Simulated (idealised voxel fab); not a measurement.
The following is a process module called voxel released beams.
The width of the displayed cross-section, cut, is 215 nm; its cells are square, with a size of 5 nm.
In this document a cross-section is written as a grid of square cells. It is given as a series of bands, listed from the top down, and a band is one or more rows of cells. In this notation a band is specified by the heights of its top and bottom, in that order and in nm, after which its materials appear from left to right, each paired with its width in nm. The word "throughout" attached to a single material means that material fills the band from edge to edge; the word "empty" stands for empty space. Basically, 0 is our baseline, since under it the wafer straight out of the box is all one material. The bottom band has no lower end and keeps on going down, so it looks like "top 0, no bottom". Width "30..40": first value at the band's top row of cells, second value at its bottom row, equal change from row to row. No cell of the cross-section changed in a step that is given as "no change". Empty spaces counting at least 8 cells and having no open way to the top are listed in "Closed void entries". The notation width x height at distance is used for each, the distance being from the left edge and all three values in nm. Heads up: the bit after the settings on a step's line is the simulator's remark on that step. The setting "overlay nm" may be written on the line of a step. When the step uses a mask, the value reports how far to the right of the planned place the mask lay, and a negative value reports that it lay to the left.
PLANNED PROCESS STEPS
- 1: RECEIVE, material Si
- 2: CONFORMAL_DEP, material SiN, thk nm 5
- 3: DIRECTIONAL_DEP, material SiO2, thk nm 15
- 4: DIRECTIONAL_DEP, material aC, thk nm 15
- 5: PATTERN, tone open, mask id ANCHOR, material resist, width nm 30, thk nm 35, overlay nm -15
- 6: DIRECTIONAL_ETCH, etch materials aC, depth nm 15
- 7: STRIP, etch materials resist
- 8: DIRECTIONAL_ETCH, etch materials SiO2, depth nm 15
- 9: STRIP, etch materials aC
- 10: CONFORMAL_DEP, material TiN, thk nm 10
- 11: DIRECTIONAL_DEP, material aC, thk nm 10
- 12: PATTERN, tone cover, mask id BEAM, material resist, width nm 105, thk nm 30, overlay nm 0
- 13: DIRECTIONAL_ETCH, etch materials aC, depth nm 10
- 14: STRIP, etch materials resist
- 15: DIRECTIONAL_ETCH, etch materials TiN, depth nm 10
- 16: STRIP, etch materials aC
- 17: STRIP, etch materials SiO2
Among the wafers covered here, the point of difference is the overlay nm at step 5; their starting state is shared, and the plan presents the value of the first wafer.
FIRST WAFER OF SEVERAL, AS RECEIVED: CROSS-SECTION AFTER STEP 1
    top 0, no bottom = Si throughout
    Closed void entries: none
AFTER THE MODULE'S FINAL STEP, STEP 17: THE FIRST OF SEVERAL WAFERS IN CROSS-SECTION
    top 30, bottom 20 = empty 60, then TiN 95, then empty 60
    top 20, bottom 15 = empty 40, then TiN 10, then empty 10, then TiN 10, then empty 145
    top 15, bottom 5 = empty 40, then TiN 30, then empty 145
    top 5, bottom 0 = SiN throughout
    top 0, no bottom = Si throughout
    Closed void entries: none
CROSS-SECTION, MODULE END, FINAL OF SEVERAL WAFERS
    top 30, bottom 20 = empty 50, then TiN 30, then empty 10, then TiN 65, then empty 60
    top 20, bottom 15 = empty 70, then TiN 10, then empty 10, then TiN 10, then empty 115
    top 15, bottom 5 = empty 70, then TiN 30, then empty 115
    top 5, bottom 0 = SiN throughout
    top 0, no bottom = Si throughout
    Closed void entries: none
BASICALLY EACH WAFER GETS A LINE IN THE TABLE, SHOWING IT AT THE END OF THE MODULE: MATERIAL BY MATERIAL, THE CELLS IT GAINED (+) OR LOST (-) SINCE WE GOT IT, THEN ITS CLOSED VOIDS
overlay nm -15 | +43 SiN | +54 TiN | Closed void entries: none
overlay nm -10 | +43 SiN | +54 TiN | Closed void entries: none
overlay nm -5 | +43 SiN | +54 TiN | Closed void entries: none
overlay nm 0 | +43 SiN | +54 TiN | Closed void entries: none
overlay nm 5 | +43 SiN | +54 TiN | Closed void entries: none
overlay nm 10 | +43 SiN | +54 TiN | Closed void entries: none
overlay nm 15 | +43 SiN | +54 TiN | Closed void entries: none
